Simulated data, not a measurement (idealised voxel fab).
Process module heading - voxel self aligned contacts
The cross-section on display is named cut; it measures 215 nm wide, and its cells are 5 nm squares.
For the purposes of this document, a cross-section shall be understood as a grid of square cells, specified as bands listed in top-to-bottom order, each band consisting of one or more rows of cells.
Top height, bottom height, nm. Materials left to right, width each, nm. Single material + "throughout" = fills band edge to edge. "blank" = empty.
Basically, 0 is our baseline, since under it the wafer straight out of the box is all one material. The bottom band has no lower end and keeps on going down, so it looks like "top 0, no bottom".
Graded width ("30 to 40"): value in top row of band = first number; value in bottom row = second number; row-to-row change constant.
The cross-section has no changed cell in any step marked "remained unchanged".
Heads up: "Sealed-off cavities" only lists the empty pockets with no open path to the top that are 8 cells or more, and it writes them as width x height at distance, distance from the left edge, in nm.
It should be noted that, on the line of a given step, the content following the step's settings is a remark produced by the simulator itself with respect to that step.
overlay nm: right-of-plan distance of the mask on a masked step; negative values mean left-of-plan.
[This section lists the process steps that were planned]
1: RECEIVE [material Si]
2: OXIDIZE [depth nm 5]
3: DIRECTIONAL_DEP [material polySi] [thk nm 25]
4: DIRECTIONAL_DEP [material SiN] [thk nm 20]
5: DIRECTIONAL_DEP [material aC] [thk nm 10]
6: PATTERN [tone cover] [mask id GATE] [material resist] [width nm 25] [pitch nm 50] [thk nm 30] [overlay nm 0]
7: DIRECTIONAL_ETCH [etch materials aC] [depth nm 10]
8: STRIP [etch materials resist]
9: DIRECTIONAL_ETCH [etch materials SiN] [depth nm 20]
10: DIRECTIONAL_ETCH [etch materials polySi] [depth nm 25]
11: STRIP [etch materials aC]
12: CONFORMAL_DEP [material SiN] [thk nm 5]
13: DIRECTIONAL_ETCH [etch materials SiN] [depth nm 5]
14: FILL_DEP [material SiO2] [thk nm 10]
15: CMP [height nm 50]
16: MASKED_ETCH [tone open] [mask id CONTACT] [width nm 35] [etch materials SiO2] [depth nm 55] [overlay nm 0]
17: CONFORMAL_DEP [material TiN] [thk nm 5]
18: FILL_DEP [material Ru] [thk nm 5]
19: CMP [height nm 50]
20: CONFORMAL_DEP [material SiN] [thk nm 5]
[Cross-section: wafer on arrival = after step 1]
top 0, no bottom | Si throughout
Sealed-off cavities: none
[The following cross-section depicts the wafer upon conclusion of the module. Processing commenced from the starting condition illustrated above and adhered to the plan illustrated above, save for one mistake in execution]
top 55, bottom 50 | SiN throughout
top 50, bottom 45 | SiO2: 90, TiN: 15, Ru: 5, TiN: 15, SiO2: 90
top 45, bottom 25 | SiO2: 65, SiN: 35, TiN: 5, Ru: 5, TiN: 5, SiN: 35, SiO2: 65
top 25, bottom 10 | SiO2: 65, SiN: 5, polySi: 25, SiN: 5, TiN: 5, Ru: 5, TiN: 5, SiN: 5, polySi: 25, SiN: 5, SiO2: 65
top 10, bottom 5 | SiO2: 65, SiN: 5, polySi: 25, SiN: 5, TiN: 15, SiN: 5, polySi: 25, SiN: 5, SiO2: 65
top 5, bottom 0 | SiN: 70, polySi: 25, SiN: 25, polySi: 25, SiN: 70
top 0, bottom -5 | SiO2 throughout
top -5, no bottom | Si throughout
Sealed-off cavities: none
What broke from the plan during processing? note: step 12 <-> step 13, run order reversed vs plan
